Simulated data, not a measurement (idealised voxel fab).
process module | voxel gate over fins
cross-section cut | 275 nm wide | cells 5 nm
A cross-section is a grid of square cells, given in bands from the top down. A band is one or more rows of cells.
Each band's line starts with the height of the band's top and of its bottom, in nm. Then come its materials from left to right, each with its width in nm. One material with "throughout" fills the band from edge to edge. "air" is empty space.
Height 0 is the level under which the wafer as received is all one material. The lowest band goes on downwards, as in "0 down".
A width such as "30 to 40" changes by the same amount from each row of cells to the next, from the band's top row to its bottom row.
"no change" after a step means that no cell of the cross-section changed.
closed voids: empty space of 8 cells or more with no open way to the top, each as width x height at its distance from the left edge, in nm
after a step's settings: what the simulator itself notes on the step
overlay nm, on a step with a mask: how far to the right of its planned place the mask lay; to the left if negative
plan
1 op RECEIVE | material Si
2 op CONFORMAL_DEP | material SiN | thk nm 5
3 op PATTERN | tone cover | mask id FINS | material resist | width nm 15 | pitch nm 55 | thk nm 15 | overlay nm 0
4 op DIRECTIONAL_ETCH | etch materials SiN | depth nm 5
5 op DIRECTIONAL_ETCH | etch materials Si | depth nm 30
6 op STRIP | etch materials resist
7 op FILL_DEP | material SiO2 | thk nm 10
8 op CMP | height nm 5
9 op MASKED_ETCH | tone open | mask id RAIL | width nm 15 | etch materials SiO2 | depth nm 30 | overlay nm 0
10 op CONFORMAL_DEP | material TiN | thk nm 5
11 op FILL_DEP | material W | thk nm 5
12 op CMP | height nm 5
13 op SELECTIVE_ETCH | etch materials W Ru TiN | depth nm 20
14 op FILL_DEP | material SiO2 | thk nm 5
15 op CMP | height nm 5
16 op SELECTIVE_ETCH | etch materials SiO2 | depth nm 15
17 op STRIP | etch materials SiN
18 op CONFORMAL_DEP | material HfO2 | thk nm 5
19 op CONFORMAL_DEP | material TiN | thk nm 5
20 op CONFORMAL_DEP | material TiAl | thk nm 5
21 op CONFORMAL_DEP | material TiN | thk nm 5
22 op FILL_DEP | material W | thk nm 15
23 op CMP | height nm 30
24 op CONFORMAL_DEP | material SiN | thk nm 10
as received, after step 1
  0 down: Si throughout
  closed voids: none
a wafer at the end: this start, this plan, one mistake
  40 to 30: SiN throughout
  30 to 20: W throughout
  20 to 15: W 70 | TiN 110 | W 95
  15 to 10: W 70 | TiN 5 | TiAl 45 | TiN 10 | TiAl 45 | TiN 5 | W 95
  10 to 5: TiN 75 | TiAl 5 | TiN 35 | TiAl 5 | TiN 10 | TiAl 5 | TiN 35 | TiAl 5 | TiN 100
  5 to 0: TiAl 80 | TiN 5 | HfO2 25 | TiN 5 | TiAl 20 | TiN 5 | HfO2 25 | TiN 5 | TiAl 105
  0 to -5: TiN 85 | HfO2 5 | Si 15 | HfO2 5 | TiN 30 | HfO2 5 | Si 15 | HfO2 5 | TiN 110
  -5 to -10: HfO2 90 | Si 15 | HfO2 40 | Si 15 | HfO2 115
  -10 to -15: SiO2 90 | Si 15 | SiO2 40 | Si 15 | SiO2 115
  -15 to -20: SiO2 90 | Si 15 | SiO2 20 | TiN 5 | W 5 | TiN 5 | SiO2 5 | Si 15 | SiO2 115
  -20 to -25: SiO2 90 | Si 15 | SiO2 20 | TiN 15 | SiO2 5 | Si 15 | SiO2 115
  -25 to -30: SiO2 90 | Si 15 | SiO2 40 | Si 15 | SiO2 115
  -30 down: Si throughout
  closed voids: none
what went wrong: step 3 ran as: op PATTERN | tone cover | mask id FINS | material resist | width nm 15 | pitch nm 55 | thk nm 15 | overlay nm -10
